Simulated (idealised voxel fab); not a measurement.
process module | voxel spacer lines
cross-section cut | 190 nm wide | cells 5 nm
A cross-section is a grid of square cells, given in bands from the top down. A band is one or more rows of cells.
Each band's line starts with the height of the band's top and of its bottom, in nm. Then come its materials from left to right, each with its width in nm. One material with "throughout" fills the band from edge to edge. "air" is empty space.
Height 0 is the level under which the wafer as received is all one material. The lowest band goes on downwards, as in "0 down".
A width such as "30 to 40" changes by the same amount from each row of cells to the next, from the band's top row to its bottom row.
"no change" after a step means that no cell of the cross-section changed.
closed voids: empty space of 8 cells or more with no open way to the top, each as width x height at its distance from the left edge, in nm
after a step's settings: what the simulator itself notes on the step
overlay nm, on a step with a mask: how far to the right of its planned place the mask lay; to the left if negative
plan
1 op RECEIVE | material Si
2 op CONFORMAL_DEP | material Al2O3 | thk nm 5
3 op DIRECTIONAL_DEP | material TiN | thk nm 15
4 op DIRECTIONAL_DEP | material aC | thk nm 20
5 op PATTERN | tone cover | mask id MANDREL | material resist | width nm 15 | pitch nm 50 | thk nm 30 | overlay nm 0
6 op DIRECTIONAL_ETCH | etch materials aC | depth nm 20
7 op STRIP | etch materials resist
8 op CONFORMAL_DEP | material SiN | thk nm 10
9 op DIRECTIONAL_ETCH | etch materials SiN | depth nm 10
10 op STRIP | etch materials aC
11 op DIRECTIONAL_ETCH | etch materials TiN | depth nm 15
12 op STRIP | etch materials SiN
as received, after step 1
  0 down: Si throughout
  closed voids: none
a wafer at the end: this start, this plan, one mistake
  20 to 5: air 50 | TiN 35 | air 15 | TiN 35 | air 55
  5 to 0: Al2O3 throughout
  0 down: Si throughout
  closed voids: none
what went wrong: steps 10 and 11 were swapped
